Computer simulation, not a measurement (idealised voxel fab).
process module | voxel self aligned vias
cross-section cut | 275 nm wide | cells 5 nm
A cross-section is a grid of square cells, given in bands from the top down. A band is one or more rows of cells.
Each band's line starts with the height of the band's top and of its bottom, in nm. Then come its materials from left to right, each with its width in nm. One material with "throughout" fills the band from edge to edge. "air" is empty space.
Height 0 is the level under which the wafer as received is all one material. The lowest band goes on downwards, as in "0 down".
A width such as "30 to 40" changes by the same amount from each row of cells to the next, from the band's top row to its bottom row.
"no change" after a step means that no cell of the cross-section changed.
closed voids: empty space of 8 cells or more with no open way to the top, each as width x height at its distance from the left edge, in nm
after a step's settings: what the simulator itself notes on the step
overlay nm, on a step with a mask: how far to the right of its planned place the mask lay; to the left if negative
plan
1 op RECEIVE | material Si
2 op CONFORMAL_DEP | material SiO2 | thk nm 15
3 op CONFORMAL_DEP | material SiCN | thk nm 5
4 op DIRECTIONAL_DEP | material SiO2 | thk nm 20
5 op PATTERN | tone open | mask id LINES | material resist | width nm 20 | pitch nm 70 | thk nm 15 | overlay nm 0
6 op DIRECTIONAL_ETCH | etch materials SiO2 | depth nm 20
7 op STRIP | etch materials resist
8 op CONFORMAL_DEP | material TiN | thk nm 5
9 op FILL_DEP | material W | thk nm 5
10 op CMP | height nm 40
11 op SELECTIVE_ETCH | etch materials W Ru TiN | depth nm 5
12 op FILL_DEP | material SiN | thk nm 5
13 op CMP | height nm 40
14 op DIRECTIONAL_DEP | material SiO2 | thk nm 15
15 op PATTERN | tone open | mask id VIAS | material resist | width nm 40 | pitch nm 140 | thk nm 15 | overlay nm 0
16 op DIRECTIONAL_ETCH | etch materials SiO2 | depth nm 15
17 op DIRECTIONAL_ETCH | etch materials SiN | depth nm 5
18 op STRIP | etch materials resist
19 op CONFORMAL_DEP | material TiN | thk nm 5
20 op FILL_DEP | material Cu | thk nm 10
21 op CMP | height nm 55
22 op CONFORMAL_DEP | material SiN | thk nm 5
first wafer, as planned
as received, after step 1
  0 down: Si throughout
  closed voids: none
after step 2
  15 to 0: SiO2 throughout
  below 0: unchanged
after step 3
  20 to 15: SiCN throughout
  below 15: unchanged
after step 4
  40 to 20: SiO2 throughout
  below 20: unchanged
after step 5
  55 to 40: resist 55 | air 20 | resist 50 | air 20 | resist 50 | air 20 | resist 60
  below 40: unchanged
after step 6
  55 to 40: resist 55 | air 20 | resist 50 | air 20 | resist 50 | air 20 | resist 60
  40 to 20: SiO2 55 | air 20 | SiO2 50 | air 20 | SiO2 50 | air 20 | SiO2 60
  below 20: unchanged
after step 7
  40 to 20: SiO2 55 | air 20 | SiO2 50 | air 20 | SiO2 50 | air 20 | SiO2 60
  below 20: unchanged
after step 8
  45 to 40: TiN 60 | air 10 | TiN 60 | air 10 | TiN 60 | air 10 | TiN 65
  40 to 25: SiO2 55 | TiN 5 | air 10 | TiN 5 | SiO2 50 | TiN 5 | air 10 | TiN 5 | SiO2 50 | TiN 5 | air 10 | TiN 5 | SiO2 60
  25 to 20: SiO2 55 | TiN 20 | SiO2 50 | TiN 20 | SiO2 50 | TiN 20 | SiO2 60
  below 20: unchanged
after step 9
  50 to 45: W throughout
  45 to 40: TiN 60 | W 10 | TiN 60 | W 10 | TiN 60 | W 10 | TiN 65
  40 to 25: SiO2 55 | TiN 5 | W 10 | TiN 5 | SiO2 50 | TiN 5 | W 10 | TiN 5 | SiO2 50 | TiN 5 | W 10 | TiN 5 | SiO2 60
  below 25: unchanged
after step 10
  40 to 25: SiO2 55 | TiN 5 | W 10 | TiN 5 | SiO2 50 | TiN 5 | W 10 | TiN 5 | SiO2 50 | TiN 5 | W 10 | TiN 5 | SiO2 60
  below 25: unchanged
after step 11
  40 to 35: SiO2 55 | air 20 | SiO2 50 | air 20 | SiO2 50 | air 20 | SiO2 60
  below 35: unchanged
after step 12
  45 to 40: SiN throughout
  40 to 35: SiO2 55 | SiN 20 | SiO2 50 | SiN 20 | SiO2 50 | SiN 20 | SiO2 60
  below 35: unchanged
after step 13
  40 to 35: SiO2 55 | SiN 20 | SiO2 50 | SiN 20 | SiO2 50 | SiN 20 | SiO2 60
  below 35: unchanged
after step 14
  55 to 40: SiO2 throughout
  below 40: unchanged
after step 15
  70 to 55: resist 45 | air 40 | resist 100 | air 40 | resist 50
  below 55: unchanged
after step 16
  70 to 55: resist 45 | air 40 | resist 100 | air 40 | resist 50
  55 to 40: SiO2 45 | air 40 | SiO2 100 | air 40 | SiO2 50
  below 40: unchanged
after step 17
  70 to 55: resist 45 | air 40 | resist 100 | air 40 | resist 50
  55 to 40: SiO2 45 | air 40 | SiO2 100 | air 40 | SiO2 50
  40 to 35: SiO2 55 | air 20 | SiO2 50 | SiN 20 | SiO2 50 | air 20 | SiO2 60
  below 35: unchanged
after step 18
  55 to 40: SiO2 45 | air 40 | SiO2 100 | air 40 | SiO2 50
  below 40: unchanged
after step 19
  60 to 55: TiN 50 | air 30 | TiN 110 | air 30 | TiN 55
  55 to 45: SiO2 45 | TiN 5 | air 30 | TiN 5 | SiO2 100 | TiN 5 | air 30 | TiN 5 | SiO2 50
  45 to 40: SiO2 45 | TiN 15 | air 10 | TiN 15 | SiO2 100 | TiN 15 | air 10 | TiN 15 | SiO2 50
  40 to 35: SiO2 55 | TiN 20 | SiO2 50 | SiN 20 | SiO2 50 | TiN 20 | SiO2 60
  below 35: unchanged
after step 20
  70 to 60: Cu throughout
  60 to 55: TiN 50 | Cu 30 | TiN 110 | Cu 30 | TiN 55
  55 to 45: SiO2 45 | TiN 5 | Cu 30 | TiN 5 | SiO2 100 | TiN 5 | Cu 30 | TiN 5 | SiO2 50
  45 to 40: SiO2 45 | TiN 15 | Cu 10 | TiN 15 | SiO2 100 | TiN 15 | Cu 10 | TiN 15 | SiO2 50
  below 40: unchanged
after step 21
  55 to 45: SiO2 45 | TiN 5 | Cu 30 | TiN 5 | SiO2 100 | TiN 5 | Cu 30 | TiN 5 | SiO2 50
  below 45: unchanged
after step 22
  60 to 55: SiN throughout
  below 55: unchanged
second wafer: like start, like plan, one mistake. Through step 2 it matches the first wafer
when step 3 should have ended
  20 to 15: Cu throughout
  below 15: unchanged
when step 4 should have ended
  40 to 20: SiO2 throughout
  below 20: unchanged
when step 5 should have ended
  55 to 40: resist 55 | air 20 | resist 50 | air 20 | resist 50 | air 20 | resist 60
  below 40: unchanged
when step 6 should have ended
  55 to 40: resist 55 | air 20 | resist 50 | air 20 | resist 50 | air 20 | resist 60
  40 to 20: SiO2 55 | air 20 | SiO2 50 | air 20 | SiO2 50 | air 20 | SiO2 60
  below 20: unchanged
when step 7 should have ended
  40 to 20: SiO2 55 | air 20 | SiO2 50 | air 20 | SiO2 50 | air 20 | SiO2 60
  below 20: unchanged
when step 8 should have ended
  45 to 40: TiN 60 | air 10 | TiN 60 | air 10 | TiN 60 | air 10 | TiN 65
  40 to 25: SiO2 55 | TiN 5 | air 10 | TiN 5 | SiO2 50 | TiN 5 | air 10 | TiN 5 | SiO2 50 | TiN 5 | air 10 | TiN 5 | SiO2 60
  25 to 20: SiO2 55 | TiN 20 | SiO2 50 | TiN 20 | SiO2 50 | TiN 20 | SiO2 60
  below 20: unchanged
when step 9 should have ended
  50 to 45: W throughout
  45 to 40: TiN 60 | W 10 | TiN 60 | W 10 | TiN 60 | W 10 | TiN 65
  40 to 25: SiO2 55 | TiN 5 | W 10 | TiN 5 | SiO2 50 | TiN 5 | W 10 | TiN 5 | SiO2 50 | TiN 5 | W 10 | TiN 5 | SiO2 60
  below 25: unchanged
when step 10 should have ended
  40 to 25: SiO2 55 | TiN 5 | W 10 | TiN 5 | SiO2 50 | TiN 5 | W 10 | TiN 5 | SiO2 50 | TiN 5 | W 10 | TiN 5 | SiO2 60
  below 25: unchanged
when step 11 should have ended
  40 to 35: SiO2 55 | air 20 | SiO2 50 | air 20 | SiO2 50 | air 20 | SiO2 60
  below 35: unchanged
when step 12 should have ended
  45 to 40: SiN throughout
  40 to 35: SiO2 55 | SiN 20 | SiO2 50 | SiN 20 | SiO2 50 | SiN 20 | SiO2 60
  below 35: unchanged
when step 13 should have ended
  40 to 35: SiO2 55 | SiN 20 | SiO2 50 | SiN 20 | SiO2 50 | SiN 20 | SiO2 60
  below 35: unchanged
when step 14 should have ended
  55 to 40: SiO2 throughout
  below 40: unchanged
when step 15 should have ended
  70 to 55: resist 45 | air 40 | resist 100 | air 40 | resist 50
  below 55: unchanged
when step 16 should have ended
  70 to 55: resist 45 | air 40 | resist 100 | air 40 | resist 50
  55 to 40: SiO2 45 | air 40 | SiO2 100 | air 40 | SiO2 50
  below 40: unchanged
when step 17 should have ended
  70 to 55: resist 45 | air 40 | resist 100 | air 40 | resist 50
  55 to 40: SiO2 45 | air 40 | SiO2 100 | air 40 | SiO2 50
  40 to 35: SiO2 55 | air 20 | SiO2 50 | SiN 20 | SiO2 50 | air 20 | SiO2 60
  below 35: unchanged
when step 18 should have ended
  55 to 40: SiO2 45 | air 40 | SiO2 100 | air 40 | SiO2 50
  below 40: unchanged
when step 19 should have ended
  60 to 55: TiN 50 | air 30 | TiN 110 | air 30 | TiN 55
  55 to 45: SiO2 45 | TiN 5 | air 30 | TiN 5 | SiO2 100 | TiN 5 | air 30 | TiN 5 | SiO2 50
  45 to 40: SiO2 45 | TiN 15 | air 10 | TiN 15 | SiO2 100 | TiN 15 | air 10 | TiN 15 | SiO2 50
  40 to 35: SiO2 55 | TiN 20 | SiO2 50 | SiN 20 | SiO2 50 | TiN 20 | SiO2 60
  below 35: unchanged
when step 20 should have ended
  70 to 60: Cu throughout
  60 to 55: TiN 50 | Cu 30 | TiN 110 | Cu 30 | TiN 55
  55 to 45: SiO2 45 | TiN 5 | Cu 30 | TiN 5 | SiO2 100 | TiN 5 | Cu 30 | TiN 5 | SiO2 50
  45 to 40: SiO2 45 | TiN 15 | Cu 10 | TiN 15 | SiO2 100 | TiN 15 | Cu 10 | TiN 15 | SiO2 50
  below 40: unchanged
when step 21 should have ended
  55 to 45: SiO2 45 | TiN 5 | Cu 30 | TiN 5 | SiO2 100 | TiN 5 | Cu 30 | TiN 5 | SiO2 50
  below 45: unchanged
when step 22 should have ended
  60 to 55: SiN throughout
  below 55: unchanged
what went wrong: step 3 ran as: op CONFORMAL_DEP | material Cu | thk nm 5
at the end the second wafer has, in cells: 55 more of Cu | 55 fewer of SiCN
